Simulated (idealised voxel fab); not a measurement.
You're looking at the process module voxel air gaps.
Each square cell in cross-section cut measures 5 nm, and the section as a whole is 205 nm wide.
Square cells in a grid make up a cross-section in this document, and the grid is given as bands, listed from the top down, each one or more rows of cells. Per band: top height and bottom height in nm, followed by the left-to-right materials and their widths in nm; "edge to edge" marks a single material spanning edge to edge, "air" marks empty space. Heights are expressed relative to 0, this being the level below which the as-received wafer comprises one material exclusively. The lowest band is unbounded in the downward direction and is denoted as in "top 0, no bottom". You'd read "30 to 40" like this: the band's top row of cells is as wide as the first number, its bottom row is as wide as the second, and going down, every row changes width by the same amount as the row before did. It should be understood that the words "no change", when stated for a given step, signify that the cross-section underwent no change in any of its cells during that step. What "Trapped voids" gives you is every empty space of 8 cells or more that is cut off from the top. Each appears as width x height at distance, with the distance taken from the left edge and width, height and distance all in nm. Formally, on a step line, whatever follows the settings is a remark that the simulator itself makes on the step. When a step includes a mask, the "overlay nm" setting on its line states how far to the right of its planned place that mask lay, and negative values state how far to the left.

INTENDED PROCESS STEPS
1) RECEIVE | material Si
2) CONFORMAL_DEP | material SiO2 | thk nm 10
3) CONFORMAL_DEP | material SiCN | thk nm 5
4) DIRECTIONAL_DEP | material SiO2 | thk nm 30
5) PATTERN | tone open | mask id LINES | material resist | width nm 20 | pitch nm 45 | thk nm 20 | overlay nm 0
6) DIRECTIONAL_ETCH | etch materials SiO2 | depth nm 30
7) STRIP | etch materials resist
8) CONFORMAL_DEP | material TiN | thk nm 5
9) FILL_DEP | material Cu | thk nm 10
10) CMP | height nm 45
11) EPI | material Ru | thk nm 10
12) SELECTIVE_ETCH | etch materials SiO2 | depth nm 40
13) CONFORMAL_DEP | material SiCN | thk nm 5

AS-RECEIVED STATE OF THE WAFER IN CROSS-SECTION, EQUIVALENT TO POST-STEP 1
> top 0, no bottom | Si edge to edge
> Trapped voids: none

THE MODULE WAS RUN FROM THE START SHOWN ABOVE USING THE PLAN SHOWN ABOVE, BUT ONE MISTAKE WAS MADE DOING IT; THE RESULTING WAFER CROSS-SECTION IS BELOW
> top 60, bottom 55 | air 40, SiCN 140, air 25
> top 55, bottom 45 | air 40, SiCN 5, Ru 40, SiCN 5, Ru 40, SiCN 5, Ru 40, SiCN 5, air 25
> top 45, bottom 40 | air 40, SiCN 15, TiN 5, Cu 10, TiN 5, SiCN 25, TiN 5, Cu 10, TiN 5, SiCN 25, TiN 5, Cu 10, TiN 5, SiCN 15, air 25
> top 40, bottom 20 | air 50, SiCN 5, TiN 5, Cu 10, TiN 5, SiCN 5, air 15, SiCN 5, TiN 5, Cu 10, TiN 5, SiCN 5, air 15, SiCN 5, TiN 5, Cu 10, TiN 5, SiCN 5, air 35
> top 20, bottom 15 | SiCN 55, TiN 20, SiCN 25, TiN 20, SiCN 25, TiN 20, SiCN 40
> top 15, bottom 10 | SiCN edge to edge
> top 10, bottom 0 | SiO2 edge to edge
> top 0, no bottom | Si edge to edge
> Trapped voids: 15 x 20 at 80; 15 x 20 at 125
Here's what went sideways: planned and actual differ for step 5; actual: PATTERN | tone open | mask id LINES | material resist | width nm 20 | pitch nm 45 | thk nm 20 | overlay nm 10
